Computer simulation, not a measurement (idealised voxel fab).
The following is a process module called voxel air gaps.
In the cross-section labelled cut, the width is 205 nm and each square cell is 5 nm.
Cross-section format: a grid of square cells, given as bands from top to bottom; each band is one or more rows of cells.
Band: top height; bottom height; in nm. Then, left to right: material with width in nm, for each material. "all across": a single material spanning edge to edge. "blank": empty space.
Basically, 0 is our baseline, since under it the wafer straight out of the box is all one material. The bottom band has no lower end and keeps on going down, so it looks like "0 down".
The notation "30 to 40" denotes a width that varies across the rows of cells in the band, beginning at the first number in the top row, finishing at the second number in the bottom row, and changing by an identical amount from each row to the next.
Step note "identical to before" = no cross-section cell changed.
Basically, "Sealed void listing" tells you about the enclosed voids: empty spaces with no open way to the top, 8 cells or bigger, each written width x height at distance, where distance is from the left edge, all in nm.
Where a step's line continues beyond its settings, the continuation is a remark by the simulator itself on that step.
On any step carrying a mask, the "overlay nm" setting, if present on the step's line, tells how far right of its planned place the mask lay; negative values point to the left.
So here's the lineup of process steps we planned
| 1 | RECEIVE | material Si |
| 2 | CONFORMAL_DEP | material SiO2 | thk nm 15 |
| 3 | CONFORMAL_DEP | material SiN | thk nm 5 |
| 4 | DIRECTIONAL_DEP | material lowk | thk nm 40 |
| 5 | DIRECTIONAL_DEP | material aC | thk nm 15 |
| 6 | PATTERN | tone open | mask id LINES | material resist | width nm 25 | pitch nm 50 | thk nm 30 | overlay nm 0 |
| 7 | DIRECTIONAL_ETCH | etch materials aC | depth nm 15 |
| 8 | STRIP | etch materials resist |
| 9 | DIRECTIONAL_ETCH | etch materials lowk | depth nm 40 |
| 10 | STRIP | etch materials aC |
| 11 | CONFORMAL_DEP | material TiN | thk nm 5 |
| 12 | FILL_DEP | material W | thk nm 10 |
| 13 | CMP | height nm 60 |
| 14 | EPI | material Ru | thk nm 10 |
| 15 | SELECTIVE_ETCH | etch materials lowk | depth nm 50 |
| 16 | CONFORMAL_DEP | material SiCN | thk nm 5 |
Here's what the wafer looked like in cross-section when it arrived - that's after step 1
* 0 down = Si all across
* Sealed void listing: none
Wafer cross-section at module end: first of two, run to plan
* 75 to 70 = blank 25 nm; SiCN 155 nm; blank 25 nm
* 70 to 60 = blank 25 nm; SiCN 5 nm; Ru 45 nm; SiCN 5 nm; Ru 45 nm; SiCN 5 nm; Ru 45 nm; SiCN 5 nm; blank 25 nm
* 60 to 55 = blank 25 nm; SiCN 15 nm; TiN 5 nm; W 15 nm; TiN 5 nm; SiCN 25 nm; TiN 5 nm; W 15 nm; TiN 5 nm; SiCN 25 nm; TiN 5 nm; W 15 nm; TiN 5 nm; SiCN 15 nm; blank 25 nm
* 55 to 25 = blank 35 nm; SiCN 5 nm; TiN 5 nm; W 15 nm; TiN 5 nm; SiCN 5 nm; blank 15 nm; SiCN 5 nm; TiN 5 nm; W 15 nm; TiN 5 nm; SiCN 5 nm; blank 15 nm; SiCN 5 nm; TiN 5 nm; W 15 nm; TiN 5 nm; SiCN 5 nm; blank 35 nm
* 25 to 20 = SiCN 40 nm; TiN 25 nm; SiCN 25 nm; TiN 25 nm; SiCN 25 nm; TiN 25 nm; SiCN 40 nm
* 20 to 15 = SiN all across
* 15 to 0 = SiO2 all across
* 0 down = Si all across
* Sealed void listing: 15 x 30 at 70; 15 x 30 at 120
Presented here is a cross-section of the second of the two wafers as it stood at the end of the module. It was started in the same manner and assigned the same plan as the first wafer; however, one mistake was made in its execution
* 85 to 70 = blank 15 nm; SiCN 175 nm; blank 15 nm
* 70 to 60 = blank 15 nm; SiCN 15 nm; Ru 45 nm; SiCN 5 nm; Ru 45 nm; SiCN 5 nm; Ru 45 nm; SiCN 15 nm; blank 15 nm
* 60 to 55 = blank 15 nm; SiCN 25 nm; TiN 5 nm; W 15 nm; TiN 5 nm; SiCN 25 nm; TiN 5 nm; W 15 nm; TiN 5 nm; SiCN 25 nm; TiN 5 nm; W 15 nm; TiN 5 nm; SiCN 25 nm; blank 15 nm
* 55 to 45 = blank 15 nm; SiCN 25 nm; TiN 5 nm; W 15 nm; TiN 5 nm; SiCN 5 nm; blank 15 nm; SiCN 5 nm; TiN 5 nm; W 15 nm; TiN 5 nm; SiCN 5 nm; blank 15 nm; SiCN 5 nm; TiN 5 nm; W 15 nm; TiN 5 nm; SiCN 25 nm; blank 15 nm
* 45 to 35 = blank 25 nm; SiCN 15 nm; TiN 5 nm; W 15 nm; TiN 5 nm; SiCN 5 nm; blank 15 nm; SiCN 5 nm; TiN 5 nm; W 15 nm; TiN 5 nm; SiCN 5 nm; blank 15 nm; SiCN 5 nm; TiN 5 nm; W 15 nm; TiN 5 nm; SiCN 15 nm; blank 25 nm
* 35 to 25 = SiCN 40 nm; TiN 5 nm; W 15 nm; TiN 5 nm; SiCN 5 nm; blank 15 nm; SiCN 5 nm; TiN 5 nm; W 15 nm; TiN 5 nm; SiCN 5 nm; blank 15 nm; SiCN 5 nm; TiN 5 nm; W 15 nm; TiN 5 nm; SiCN 40 nm
* 25 to 20 = SiCN 40 nm; TiN 25 nm; SiCN 25 nm; TiN 25 nm; SiCN 25 nm; TiN 25 nm; SiCN 40 nm
* 20 to 15 = SiN all across
* 15 to 0 = SiO2 all across
* 0 down = Si all across
* Sealed void listing: 15 x 30 at 70; 15 x 30 at 120
Short version of what went wrong: step 16 was not run as planned; what actually ran was CONFORMAL_DEP | material SiCN | thk nm 15
End check, counted in cells, second wafer has more or fewer of these materials than the first: SiCN +138
